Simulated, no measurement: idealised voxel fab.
Process module heading - voxel plated lines
Section shown: cut. Width: 185 nm. Cell size: 5 nm, square.
Cross-section = grid of square cells, listed top down in bands; band = one or more rows. For a band, the entry starts with two heights in nm, that of the top and then that of the bottom, and carries on with the band's materials in order from left to right, each alongside its width in nm; the word "full width" beside a single material means it fills the band edge to edge, and "air" means empty space. Heights are expressed relative to 0, this being the level below which the as-received wafer comprises one material exclusively. The lowest band is unbounded in the downward direction and is denoted as in "0 nm and below". A two-number width, for instance "30..40", indicates that the width is equal to the first number in the top row of the band and to the second number in the bottom row, and that it changes by a constant amount per row of cells. Reading "all unchanged" for a step: not a cell of the cross-section changed in it. Basically, "Sealed internal voids" tells you about the enclosed voids: empty spaces with no open way to the top, 8 cells or bigger, each written width x height at distance, where distance is from the left edge, all in nm. Past the settings on a step's line: simulator remark, on that step. Steps that use a mask can have "overlay nm" on their line. It says how far the mask sat to the right of where it was meant to be. Negative means to the left.
-- plan
1. RECEIVE with material Si
2. CONFORMAL_DEP with material Al2O3, thk nm 15
3. DIRECTIONAL_DEP with material TiN, thk nm 5
4. PATTERN with tone open, mask id LINES, material resist, width nm 25, pitch nm 55, thk nm 30, overlay nm 0
5. EPI with material Ru, thk nm 5
6. EPI with material Ru, thk nm 10
7. STRIP with etch materials resist
8. DIRECTIONAL_ETCH with etch materials TiN, depth nm 5
9. CONFORMAL_DEP with material SiN, thk nm 10
Wafers differ in thk nm at step 3; plan lists the first wafer's value; identical starting state.
-- Sectional view: first of several wafers, as received, after step 1
- 0 nm and below = Si full width
- Sealed internal voids: none
-- For your reference, the table is organized with a row per wafer; each row reflects the wafer at the end of the module, indicating for each material the cells gained (+) or lost (-) since receipt, and thereafter its closed voids
thk nm 5 | +111 Al2O3 | +30 Ru | +106 SiN | +10 TiN | Sealed internal voids: none
thk nm 10 | +111 Al2O3 | +30 Ru | +106 SiN | +47 TiN | Sealed internal voids: none
thk nm 15 | +111 Al2O3 | +30 Ru | +106 SiN | +84 TiN | Sealed internal voids: none
thk nm 20 | +111 Al2O3 | +30 Ru | +106 SiN | +121 TiN | Sealed internal voids: none
